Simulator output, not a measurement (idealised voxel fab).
Title: Process Module voxel air gaps
It is cross-section cut that appears here, measuring 285 nm in width, its square cells being 5 nm in size.
A cross-section in this document is a grid of square cells, and it is written down as bands, the top band listed before the ones below it; a band is made up of one or more rows of cells.
Band entry format. Leading values: height of top, height of bottom, nm. Remainder: materials in left-to-right order, each with its width in nm. Special words: "all across" on a single material, which then fills the band edge to edge; "empty", empty space.
Heights are reckoned from 0. Under this level, the received wafer is all of one material. The bottommost band is open-ended downward, for example "0 nm and below".
Width "30 to 40": first value at the band's top row of cells, second value at its bottom row, equal change from row to row.
For the purposes of this document, the phrase "nothing changed" attached to a step denotes that no cell within the cross-section was modified by that step.
What "Closed cavities" gives you is every empty space of 8 cells or more that is cut off from the top. Each appears as width x height at distance, with the distance taken from the left edge and width, height and distance all in nm.
Where a step's line continues beyond its settings, the continuation is a remark by the simulator itself on that step.
Steps that use a mask can have "overlay nm" on their line. It says how far the mask sat to the right of where it was meant to be. Negative means to the left.
PROCESS STEPS - PLAN
1) RECEIVE, material Si
2) CONFORMAL_DEP, material SiO2, thk nm 10
3) CONFORMAL_DEP, material SiCN, thk nm 5
4) DIRECTIONAL_DEP, material SiO2, thk nm 40
5) MASKED_ETCH, tone open, mask id LINES, width nm 25, pitch nm 50, etch materials SiO2, depth nm 40, overlay nm 0
6) CONFORMAL_DEP, material TiN, thk nm 5
7) FILL_DEP, material W, thk nm 10
8) CMP, height nm 55
9) EPI, material Ru, thk nm 10
10) SELECTIVE_ETCH, etch materials SiO2, depth nm 50
11) CONFORMAL_DEP, material SiCN, thk nm 5
FIRST OF TWO WAFERS - AS PLANNED
CROSS-SECTION OF THE WAFER AS IT CAME TO US, I.E., ALREADY THROUGH STEP 1
0 nm and below | Si all across
Closed cavities: none
CROSS-SECTION: WAFER STATE AFTER STEP 2
10 nm to 0 nm | SiO2 all across
Nothing below the height 0 has changed.
CROSS-SECTION: WAFER STATE AFTER STEP 3
15 nm to 10 nm | SiCN all across
Nothing below the height 10 has changed.
CROSS-SECTION: WAFER STATE AFTER STEP 4
55 nm to 15 nm | SiO2 all across
Nothing below the height 15 has changed.
CROSS-SECTION: WAFER STATE AFTER STEP 5
55 nm to 15 nm | SiO2=80, then empty=25, then SiO2=25, then empty=25, then SiO2=25, then empty=25, then SiO2=80
Nothing below the height 15 has changed.
CROSS-SECTION: WAFER STATE AFTER STEP 6
60 nm to 55 nm | TiN=85, then empty=15, then TiN=35, then empty=15, then TiN=35, then empty=15, then TiN=85
55 nm to 20 nm | SiO2=80, then TiN=5, then empty=15, then TiN=5, then SiO2=25, then TiN=5, then empty=15, then TiN=5, then SiO2=25, then TiN=5, then empty=15, then TiN=5, then SiO2=80
20 nm to 15 nm | SiO2=80, then TiN=25, then SiO2=25, then TiN=25, then SiO2=25, then TiN=25, then SiO2=80
Nothing below the height 15 has changed.
CROSS-SECTION: WAFER STATE AFTER STEP 7
70 nm to 60 nm | W all across
60 nm to 55 nm | TiN=85, then W=15, then TiN=35, then W=15, then TiN=35, then W=15, then TiN=85
55 nm to 20 nm | SiO2=80, then TiN=5, then W=15, then TiN=5, then SiO2=25, then TiN=5, then W=15, then TiN=5, then SiO2=25, then TiN=5, then W=15, then TiN=5, then SiO2=80
Nothing below the height 20 has changed.
CROSS-SECTION: WAFER STATE AFTER STEP 8
55 nm to 20 nm | SiO2=80, then TiN=5, then W=15, then TiN=5, then SiO2=25, then TiN=5, then W=15, then TiN=5, then SiO2=25, then TiN=5, then W=15, then TiN=5, then SiO2=80
Nothing below the height 20 has changed.
CROSS-SECTION: WAFER STATE AFTER STEP 9
65 nm to 55 nm | empty=70, then Ru=45, then empty=5, then Ru=45, then empty=5, then Ru=45, then empty=70
Nothing below the height 55 has changed.
CROSS-SECTION: WAFER STATE AFTER STEP 10
65 nm to 55 nm | empty=70, then Ru=45, then empty=5, then Ru=45, then empty=5, then Ru=45, then empty=70
55 nm to 20 nm | empty=80, then TiN=5, then W=15, then TiN=5, then empty=25, then TiN=5, then W=15, then TiN=5, then empty=25, then TiN=5, then W=15, then TiN=5, then empty=80
20 nm to 15 nm | empty=80, then TiN=25, then empty=25, then TiN=25, then empty=25, then TiN=25, then empty=80
Nothing below the height 15 has changed.
CROSS-SECTION: WAFER STATE AFTER STEP 11
70 nm to 65 nm | empty=65, then SiCN=155, then empty=65
65 nm to 55 nm | empty=65, then SiCN=5, then Ru=45, then SiCN=5, then Ru=45, then SiCN=5, then Ru=45, then SiCN=5, then empty=65
55 nm to 50 nm | empty=65, then SiCN=15, then TiN=5, then W=15, then TiN=5, then SiCN=25, then TiN=5, then W=15, then TiN=5, then SiCN=25, then TiN=5, then W=15, then TiN=5, then SiCN=15, then empty=65
50 nm to 20 nm | empty=75, then SiCN=5, then TiN=5, then W=15, then TiN=5, then SiCN=5, then empty=15, then SiCN=5, then TiN=5, then W=15, then TiN=5, then SiCN=5, then empty=15, then SiCN=5, then TiN=5, then W=15, then TiN=5, then SiCN=5, then empty=75
20 nm to 15 nm | SiCN=80, then TiN=25, then SiCN=25, then TiN=25, then SiCN=25, then TiN=25, then SiCN=80
Nothing below the height 15 has changed.
Closed cavities: 15 x 30 at 110; 15 x 30 at 160
SECOND WAFER - SHARED START AND PLAN WITH THE FIRST - ONE ERROR IN RUNNING - SAME AS THE FIRST UP TO STEP 8 INCLUSIVE
AT THE PLANNED END OF STEP 9, THE SECOND WAFER IN CROSS-SECTION
75 nm to 55 nm | empty=60, then Ru=165, then empty=60
Nothing below the height 55 has changed.
AT THE PLANNED END OF STEP 10, THE SECOND WAFER IN CROSS-SECTION
75 nm to 55 nm | empty=60, then Ru=165, then empty=60
55 nm to 20 nm | empty=80, then TiN=5, then W=15, then TiN=5, then SiO2=25, then TiN=5, then W=15, then TiN=5, then SiO2=25, then TiN=5, then W=15, then TiN=5, then empty=80
20 nm to 15 nm | empty=80, then TiN=25, then SiO2=25, then TiN=25, then SiO2=25, then TiN=25, then empty=80
Nothing below the height 15 has changed.
AT THE PLANNED END OF STEP 11, THE SECOND WAFER IN CROSS-SECTION
80 nm to 75 nm | empty=55, then SiCN=175, then empty=55
75 nm to 55 nm | empty=55, then SiCN=5, then Ru=165, then SiCN=5, then empty=55
55 nm to 50 nm | empty=55, then SiCN=25, then TiN=5, then W=15, then TiN=5, then SiO2=25, then TiN=5, then W=15, then TiN=5, then SiO2=25, then TiN=5, then W=15, then TiN=5, then SiCN=25, then empty=55
50 nm to 20 nm | empty=75, then SiCN=5, then TiN=5, then W=15, then TiN=5, then SiO2=25, then TiN=5, then W=15, then TiN=5, then SiO2=25, then TiN=5, then W=15, then TiN=5, then SiCN=5, then empty=75
20 nm to 15 nm | SiCN=80, then TiN=25, then SiO2=25, then TiN=25, then SiO2=25, then TiN=25, then SiCN=80
Nothing below the height 15 has changed.
Heads up, the wafer didn't run the way we planned it: heads up, step 9 of the plan got done twice
Counted in cells at the end, the second wafer holds more or fewer of these materials than the first: Ru: 78 more; SiCN: 36 fewer; SiO2: 80 more
Closed voids, final: 2 / 0 (first wafer / second wafer).
